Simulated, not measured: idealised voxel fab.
Module name: voxel local oxidation (process module)
Shown is cross-section cut, with a width of 250 nm and square cells of size 5 nm.
When this document writes out a cross-section, it uses a grid of square cells and lists it as bands, beginning at the top and moving down, with a band standing for one or more rows of cells. Each band's line starts with the height of the band's top and of its bottom, in nm. Then come its materials from left to right, each with its width in nm. One material with "everywhere" fills the band from edge to edge. "air" is empty space. Below 0: as-received wafer, all one material; heights counted from there. Lowest band: no bottom, goes on down, written "z 0 and below". The width entry "30 to 40" should be interpreted row by row: the top row of cells in the band takes the first number, the bottom row takes the second number, and the change between adjacent rows is uniform throughout. No cell of the cross-section changed in a step that is given as "nothing was modified". "Closed voids list" lists enclosed empty spaces (at least 8 cells, no open path upward to the top), each as width x height at distance from the left edge, in nm. It should be noted that, on the line of a given step, the content following the step's settings is a remark produced by the simulator itself with respect to that step. The optional step-line setting "overlay nm" applies to steps with a mask and quantifies how far to the right of its planned location the mask lay, a negative value indicating leftward placement.

Steps planned for the process:
1 RECEIVE (material Si)
2 OXIDIZE (depth nm 5)
3 CONFORMAL_DEP (material SiN; thk nm 10)
4 PATTERN (tone cover; mask id ACTIVE; material resist; width nm 120; thk nm 15; overlay nm 0)
5 DIRECTIONAL_ETCH (etch materials SiN; depth nm 10)
6 STRIP (etch materials resist)
7 SELECTIVE_ETCH (etch materials SiO2; depth nm 5)
8 OXIDIZE (depth nm 15)
9 STRIP (etch materials SiN)

Cross-section of the wafer as it came to us, i.e., already through step 1:
* z 0 and below: Si everywhere
* Closed voids list: none

Starting wafer: above. Plan: above. Run: one mistake. Cross-section after the module: below:
* z 0 to -5: air 75 / SiO2 110 / air 65
* z -5 to -20: SiO2 90 / Si 80 / SiO2 80
* z -20 and below: Si everywhere
* Closed voids list: none
Against the plan, the run slipped here: step 4 was run on a setting that differed from the plan, and what really ran there is PATTERN (tone cover; mask id ACTIVE; material resist; width nm 120; thk nm 15; overlay nm 5)
